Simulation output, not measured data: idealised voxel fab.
Module name: voxel double patterning (process module)
Cross-sectional view cut (width: 260 nm; square cell size: 5 nm).
In this document a cross-section is written as a grid of square cells. It is given as a series of bands, listed from the top down, and a band is one or more rows of cells. Quick guide to a band line: top height, bottom height (nm) up front; then every material left to right with its width in nm. Only one material and it's marked "full width"? Then it fills the band edge to edge. And "empty" just means empty space. Heights are reckoned from 0. Under this level, the received wafer is all of one material. The bottommost band is open-ended downward, for example "0 and below". It should be noted that a width expressed as "30 to 40" varies in equal increments from row to row of cells within the band, taking the value of the first number at the top row and that of the second number at the bottom row. Key: "identical to before" - step with no changed cell in the cross-section. Entry "Closed void inventory" = empty spaces >= 8 cells with no open way to the top; each as width x height at distance, distance from left edge, all nm. Step line, after settings: the simulator's comment on this step. overlay nm: mask offset rightward from planned place, masked step; negative means leftward offset.
The steps planned for the process are as follows
| 1 | op RECEIVE | material Si |
| 2 | op CONFORMAL_DEP | material SiN | thk nm 10 |
| 3 | op DIRECTIONAL_DEP | material SiO2 | thk nm 15 |
| 4 | op DIRECTIONAL_DEP | material SiCN | thk nm 10 |
| 5 | op PATTERN | tone open | mask id FIRST | material resist | width nm 15 | pitch nm 50 | thk nm 15 | overlay nm 0 |
| 6 | op DIRECTIONAL_ETCH | etch materials SiCN | depth nm 10 |
| 7 | op STRIP | etch materials resist |
| 8 | op DIRECTIONAL_DEP | material aC | thk nm 15 |
| 9 | op PATTERN | tone open | mask id SECOND | material resist | width nm 15 | thk nm 35 | overlay nm 0 |
| 10 | op DIRECTIONAL_ETCH | etch materials aC | depth nm 15 |
| 11 | op STRIP | etch materials resist |
| 12 | op DIRECTIONAL_ETCH | etch materials SiCN | depth nm 10 |
| 13 | op STRIP | etch materials aC |
| 14 | op DIRECTIONAL_ETCH | etch materials SiO2 | depth nm 15 |
| 15 | op STRIP | etch materials SiCN |
So, the first of our two wafers, run just as we planned it
Cross-sectional view of the wafer in its as-received condition, corresponding to the state after step 1
> 0 and below = Si full width
> Closed void inventory: none
Wafer section view after processing step 2
> 10 down to 0 = SiN full width
> Whatever lies below 0 is exactly as it was before.
Wafer section view after processing step 3
> 25 down to 10 = SiO2 full width
> Whatever lies below 10 is exactly as it was before.
Wafer section view after processing step 4
> 35 down to 25 = SiCN full width
> Whatever lies below 25 is exactly as it was before.
Wafer section view after processing step 5
> 50 down to 35 = resist (95) / empty (15) / resist (35) / empty (15) / resist (100)
> Whatever lies below 35 is exactly as it was before.
Wafer section view after processing step 6
> 50 down to 35 = resist (95) / empty (15) / resist (35) / empty (15) / resist (100)
> 35 down to 25 = SiCN (95) / empty (15) / SiCN (35) / empty (15) / SiCN (100)
> Whatever lies below 25 is exactly as it was before.
Wafer section view after processing step 7
> 35 down to 25 = SiCN (95) / empty (15) / SiCN (35) / empty (15) / SiCN (100)
> Whatever lies below 25 is exactly as it was before.
Wafer section view after processing step 8
> 50 down to 40 = aC (95) / empty (15) / aC (35) / empty (15) / aC (100)
> 40 down to 35 = aC full width
> 35 down to 25 = SiCN (95) / aC (15) / SiCN (35) / aC (15) / SiCN (100)
> Whatever lies below 25 is exactly as it was before.
Wafer section view after processing step 9
> 85 down to 50 = resist (120) / empty (15) / resist (125)
> 50 down to 40 = aC (95) / resist (15) / aC (35) / resist (15) / aC (100)
> Whatever lies below 40 is exactly as it was before.
Wafer section view after processing step 10
> 70 down to 50 = resist (120) / empty (15) / resist (125)
> 50 down to 40 = aC (95) / resist (15) / aC (10) / empty (15) / aC (10) / resist (15) / aC (100)
> 40 down to 35 = aC (120) / empty (15) / aC (125)
> Whatever lies below 35 is exactly as it was before.
Wafer section view after processing step 11
> 50 down to 40 = aC (95) / empty (15) / aC (10) / empty (15) / aC (10) / empty (15) / aC (100)
> Whatever lies below 40 is exactly as it was before.
Wafer section view after processing step 12
> 50 down to 40 = aC (95) / empty (15) / aC (10) / empty (15) / aC (10) / empty (15) / aC (100)
> 40 down to 35 = aC (120) / empty (15) / aC (125)
> 35 down to 25 = SiCN (95) / aC (15) / SiCN (10) / empty (15) / SiCN (10) / aC (15) / SiCN (100)
> Whatever lies below 25 is exactly as it was before.
Wafer section view after processing step 13
> 35 down to 25 = SiCN (95) / empty (15) / SiCN (10) / empty (15) / SiCN (10) / empty (15) / SiCN (100)
> Whatever lies below 25 is exactly as it was before.
Wafer section view after processing step 14
> 35 down to 25 = SiCN (95) / empty (15) / SiCN (10) / empty (15) / SiCN (10) / empty (15) / SiCN (100)
> 25 down to 10 = SiO2 (95) / empty (15) / SiO2 (10) / empty (15) / SiO2 (10) / empty (15) / SiO2 (100)
> Whatever lies below 10 is exactly as it was before.
Wafer section view after processing step 15
> 25 down to 10 = SiO2 (95) / empty (15) / SiO2 (10) / empty (15) / SiO2 (10) / empty (15) / SiO2 (100)
> Whatever lies below 10 is exactly as it was before.
The remaining wafer, second of the two, started like the first and was run to the same plan, except that one mistake was made along the way; the two coincide through step 4, inclusive
Second wafer cross-section, taken as of the time the plan sets for step 5 to be done
> 50 down to 35 = resist (100) / empty (15) / resist (35) / empty (15) / resist (95)
> Whatever lies below 35 is exactly as it was before.
Second wafer cross-section, taken as of the time the plan sets for step 6 to be done
> 50 down to 35 = resist (100) / empty (15) / resist (35) / empty (15) / resist (95)
> 35 down to 25 = SiCN (100) / empty (15) / SiCN (35) / empty (15) / SiCN (95)
> Whatever lies below 25 is exactly as it was before.
Second wafer cross-section, taken as of the time the plan sets for step 7 to be done
> 35 down to 25 = SiCN (100) / empty (15) / SiCN (35) / empty (15) / SiCN (95)
> Whatever lies below 25 is exactly as it was before.
Second wafer cross-section, taken as of the time the plan sets for step 8 to be done
> 50 down to 40 = aC (100) / empty (15) / aC (35) / empty (15) / aC (95)
> 40 down to 35 = aC full width
> 35 down to 25 = SiCN (100) / aC (15) / SiCN (35) / aC (15) / SiCN (95)
> Whatever lies below 25 is exactly as it was before.
Second wafer cross-section, taken as of the time the plan sets for step 9 to be done
> 85 down to 50 = resist (120) / empty (15) / resist (125)
> 50 down to 40 = aC (100) / resist (15) / aC (35) / resist (15) / aC (95)
> Whatever lies below 40 is exactly as it was before.
Second wafer cross-section, taken as of the time the plan sets for step 10 to be done
> 70 down to 50 = resist (120) / empty (15) / resist (125)
> 50 down to 40 = aC (100) / resist (15) / aC (5) / empty (15) / aC (15) / resist (15) / aC (95)
> 40 down to 35 = aC (120) / empty (15) / aC (125)
> Whatever lies below 35 is exactly as it was before.
Second wafer cross-section, taken as of the time the plan sets for step 11 to be done
> 50 down to 40 = aC (100) / empty (15) / aC (5) / empty (15) / aC (15) / empty (15) / aC (95)
> Whatever lies below 40 is exactly as it was before.
Second wafer cross-section, taken as of the time the plan sets for step 12 to be done
> 50 down to 40 = aC (100) / empty (15) / aC (5) / empty (15) / aC (15) / empty (15) / aC (95)
> 40 down to 35 = aC (120) / empty (15) / aC (125)
> 35 down to 25 = SiCN (100) / aC (15) / SiCN (5) / empty (15) / SiCN (15) / aC (15) / SiCN (95)
> Whatever lies below 25 is exactly as it was before.
Second wafer cross-section, taken as of the time the plan sets for step 13 to be done
> 35 down to 25 = SiCN (100) / empty (15) / SiCN (5) / empty (15) / SiCN (15) / empty (15) / SiCN (95)
> Whatever lies below 25 is exactly as it was before.
Second wafer cross-section, taken as of the time the plan sets for step 14 to be done
> 35 down to 25 = SiCN (100) / empty (15) / SiCN (5) / empty (15) / SiCN (15) / empty (15) / SiCN (95)
> 25 down to 10 = SiO2 (100) / empty (15) / SiO2 (5) / empty (15) / SiO2 (15) / empty (15) / SiO2 (95)
> Whatever lies below 10 is exactly as it was before.
Second wafer cross-section, taken as of the time the plan sets for step 15 to be done
> 25 down to 10 = SiO2 (100) / empty (15) / SiO2 (5) / empty (15) / SiO2 (15) / empty (15) / SiO2 (95)
> Whatever lies below 10 is exactly as it was before.
What broke from the plan during processing? step 5 was not run as planned; what actually ran was op PATTERN | tone open | mask id FIRST | material resist | width nm 15 | pitch nm 50 | thk nm 15 | overlay nm 5
End check, second vs first wafer: material counts in cells match, positions do not.
